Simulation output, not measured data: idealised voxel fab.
The name of this process module is voxel self aligned vias.
The width of the displayed cross-section, cut, is 290 nm; its cells are square, with a size of 5 nm.
A cross-section in this document is a grid of square cells, and it is written down as bands, the top band listed before the ones below it; a band is made up of one or more rows of cells. What a band's entry tells you: where the top is and where the bottom is, as heights in nm, and after that what lies inside, material by material from left to right, each with its width in nm. Empty space is written as the word "blank", and a single material marked with the word "full width" occupies the band from edge to edge. Heights from 0 (as-received wafer is one material below). Bottom band endless downward, as "0 nm and below". Think of "30..40" as a width that walks from the first number to the second as you go down the band, top row to bottom row, taking equal-sized steps from row to row. "stayed the same", as given for a step, is the statement that not any cell of the cross-section underwent a change during that step. The label "Closed void catalog" introduces a list of the empty spaces, 8 cells or larger, that have no open way up to the top; each entry in it reads width x height at distance, where the distance is taken from the left edge and all three are stated in nm. On a step's line, text after the settings is the simulator commenting on that step. Regarding "overlay nm": on a step with a mask, it is the distance the mask lay to the right of its planned place; a negative value places it to the left.
# Process steps foreseen in the plan
1) RECEIVE (material Si)
2) CONFORMAL_DEP (material SiO2; thk nm 15)
3) CONFORMAL_DEP (material SiCN; thk nm 5)
4) DIRECTIONAL_DEP (material SiO2; thk nm 20)
5) MASKED_ETCH (tone open; mask id LINES; width nm 25; pitch nm 70; etch materials SiO2; depth nm 20; overlay nm 0)
6) CONFORMAL_DEP (material TiN; thk nm 5)
7) FILL_DEP (material Ru; thk nm 10)
8) CMP (height nm 40)
9) SELECTIVE_ETCH (etch materials W Ru TiN; depth nm 10)
10) FILL_DEP (material SiN; thk nm 5)
11) CMP (height nm 40)
12) DIRECTIONAL_DEP (material SiO2; thk nm 20)
13) PATTERN (tone open; mask id VIAS; material resist; width nm 45; thk nm 20; overlay nm 0)
14) DIRECTIONAL_ETCH (etch materials SiO2; depth nm 20)
15) DIRECTIONAL_ETCH (etch materials SiN; depth nm 10)
16) STRIP (etch materials resist)
17) CONFORMAL_DEP (material TiN; thk nm 5)
18) FILL_DEP (material W; thk nm 5)
19) CMP (height nm 60)
20) CONFORMAL_DEP (material SiN; thk nm 5)
# As-received wafer cross-section (after step 1)
0 nm and below  Si full width
Closed void catalog: none
# Final wafer profile in cross-section after the module, from the same start and plan as above, with one mistake made during processing
65 nm to 60 nm  SiN full width
60 nm to 45 nm  W: 80; TiN: 5; SiO2: 45; TiN: 5; W: 155
45 nm to 40 nm  TiN: 85; SiO2: 45; TiN: 40; W: 15; TiN: 105
40 nm to 35 nm  SiO2: 95; SiN: 25; SiO2: 45; TiN: 5; W: 15; TiN: 5; SiO2: 100
35 nm to 30 nm  SiO2: 95; SiN: 25; SiO2: 45; TiN: 25; SiO2: 100
30 nm to 25 nm  SiO2: 95; TiN: 5; Ru: 15; TiN: 5; SiO2: 45; TiN: 5; Ru: 15; TiN: 5; SiO2: 100
25 nm to 20 nm  SiO2: 95; TiN: 25; SiO2: 45; TiN: 25; SiO2: 100
20 nm to 15 nm  SiCN full width
15 nm to 0 nm  SiO2 full width
0 nm and below  Si full width
Closed void catalog: none
Short version of what went wrong: note that step 13 departed from the planned setting and was carried out as PATTERN (tone cover; mask id VIAS; material resist; width nm 45; thk nm 20; overlay nm 0)
